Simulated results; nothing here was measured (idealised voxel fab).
Title: Process Module voxel self aligned contacts
FYI the section here is cut, 265 nm wide, cells are 5 nm squares.
Cross-section format: a grid of square cells, given as bands from top to bottom; each band is one or more rows of cells.
Band entry format. Leading values: height of top, height of bottom, nm. Remainder: materials in left-to-right order, each with its width in nm. Special words: "full width" on a single material, which then fills the band edge to edge; "empty", empty space.
Heights are expressed relative to 0, this being the level below which the as-received wafer comprises one material exclusively. The lowest band is unbounded in the downward direction and is denoted as in "0 and below".
Read "30..40" as a graded width: first number on top, second number at the bottom, same change between each pair of neighbouring rows.
Reading "nothing was modified" for a step: not a cell of the cross-section changed in it.
"Closed void table" means: voids of 8 cells or more that are shut off from the top with no open way through. Written width x height at distance, distance from the left edge, in nm.
Heads up: the bit after the settings on a step's line is the simulator's remark on that step.
"overlay nm" denotes, for a step that has a mask, the displacement of the mask to the right of its planned place, with negative values corresponding to the left.

Process steps foreseen in the plan
1: RECEIVE [material Si]
2: CONFORMAL_DEP [material SiO2] [thk nm 5]
3: DIRECTIONAL_DEP [material polySi] [thk nm 30]
4: DIRECTIONAL_DEP [material SiN] [thk nm 15]
5: DIRECTIONAL_DEP [material aC] [thk nm 15]
6: PATTERN [tone cover] [mask id GATE] [material resist] [width nm 25] [pitch nm 50] [thk nm 30] [overlay nm 0]
7: DIRECTIONAL_ETCH [etch materials aC] [depth nm 15]
8: STRIP [etch materials resist]
9: DIRECTIONAL_ETCH [etch materials SiN] [depth nm 15]
10: DIRECTIONAL_ETCH [etch materials polySi] [depth nm 30]
11: STRIP [etch materials aC]
12: CONFORMAL_DEP [material SiN] [thk nm 5]
13: DIRECTIONAL_ETCH [etch materials SiN] [depth nm 5]
14: FILL_DEP [material SiO2] [thk nm 15]
15: CMP [height nm 55]
16: DIRECTIONAL_DEP [material aC] [thk nm 10]
17: PATTERN [tone open] [mask id CONTACT] [material resist] [width nm 35] [thk nm 30] [overlay nm 0]
18: DIRECTIONAL_ETCH [etch materials aC] [depth nm 10]
19: STRIP [etch materials resist]
20: DIRECTIONAL_ETCH [etch materials SiO2] [depth nm 55]
21: STRIP [etch materials aC]
22: CONFORMAL_DEP [material TiN] [thk nm 5]
23: FILL_DEP [material W] [thk nm 5]
24: CMP [height nm 55]
25: CONFORMAL_DEP [material SiN] [thk nm 5]

Cross-section of the wafer at receipt, which is the condition after step 1
> 0 and below  Si full width
> Closed void table: none

A wafer at the end: this start, this plan, one mistake
> 60 down to 55  SiN full width
> 55 down to 50  SiO2 (90)  SiN (35)  TiN (5)  W (5)  TiN (5)  SiN (35)  SiO2 (90)
> 50 down to 45  SiO2 (90)  SiN (35)  TiN (15)  SiN (35)  SiO2 (90)
> 45 down to 35  SiN full width
> 35 down to 5  polySi full width
> 5 down to 0  SiO2 full width
> 0 and below  Si full width
> Closed void table: none
What was the processing mistake? planned and actual differ for step 4; actual: DIRECTIONAL_DEP [material SiN] [thk nm 25]
